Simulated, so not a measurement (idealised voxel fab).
process module | voxel gate over fins
cross-section cut | 195 nm wide | cells 5 nm
A cross-section is a grid of square cells, given in bands from the top down. A band is one or more rows of cells.
Each band's line starts with the height of the band's top and of its bottom, in nm. Then come its materials from left to right, each with its width in nm. One material with "throughout" fills the band from edge to edge. "air" is empty space.
Height 0 is the level under which the wafer as received is all one material. The lowest band goes on downwards, as in "0 down".
A width such as "30 to 40" changes by the same amount from each row of cells to the next, from the band's top row to its bottom row.
"no change" after a step means that no cell of the cross-section changed.
closed voids: empty space of 8 cells or more with no open way to the top, each as width x height at its distance from the left edge, in nm
after a step's settings: what the simulator itself notes on the step
overlay nm, on a step with a mask: how far to the right of its planned place the mask lay; to the left if negative
plan
1 op RECEIVE | material Si
2 op CONFORMAL_DEP | material SiN | thk nm 5
3 op DIRECTIONAL_DEP | material aC | thk nm 10
4 op PATTERN | tone cover | mask id FINS | material resist | width nm 15 | pitch nm 40 | thk nm 25 | overlay nm 0
5 op DIRECTIONAL_ETCH | etch materials aC | depth nm 10
6 op STRIP | etch materials resist
7 op DIRECTIONAL_ETCH | etch materials SiN | depth nm 5
8 op DIRECTIONAL_ETCH | etch materials Si | depth nm 40
9 op STRIP | etch materials aC
10 op OXIDIZE | depth nm 5
11 op FILL_DEP | material SiO2 | thk nm 15
12 op CMP | height nm 5
13 op SELECTIVE_ETCH | etch materials SiO2 | depth nm 15
14 op STRIP | etch materials SiN
15 op CONFORMAL_DEP | material HfO2 | thk nm 5
16 op CONFORMAL_DEP | material TiN | thk nm 5
17 op CONFORMAL_DEP | material TiAl | thk nm 5
18 op CONFORMAL_DEP | material TiN | thk nm 5
19 op FILL_DEP | material W | thk nm 10
20 op CMP | height nm 25
21 op CONFORMAL_DEP | material SiN | thk nm 10
as received, after step 1
  0 down: Si throughout
  closed voids: none
a wafer at the end: this start, this plan, one mistake
  35 to 25: SiN throughout
  25 to 20: W throughout
  20 to 15: W 55 | TiN 90 | W 50
  15 to 10: W 55 | TiN 5 | TiAl 80 | TiN 5 | W 50
  10 to 5: TiN 60 | TiAl 5 | TiN 30 | TiAl 10 | TiN 30 | TiAl 5 | TiN 55
  5 to 0: TiAl 65 | TiN 5 | HfO2 20 | TiN 5 | TiAl 10 | TiN 5 | HfO2 20 | TiN 5 | TiAl 60
  0 to -5: TiN 70 | HfO2 5 | Si 10 | HfO2 5 | TiN 20 | HfO2 5 | Si 10 | HfO2 5 | TiN 65
  -5 to -10: HfO2 75 | Si 10 | HfO2 30 | Si 10 | HfO2 70
  -10 to -45: SiO2 75 | Si 10 | SiO2 30 | Si 10 | SiO2 70
  -45 down: Si throughout
  closed voids: none
what went wrong: step 4 ran as: op PATTERN | tone cover | mask id FINS | material resist | width nm 20 | pitch nm 40 | thk nm 25 | overlay nm 0
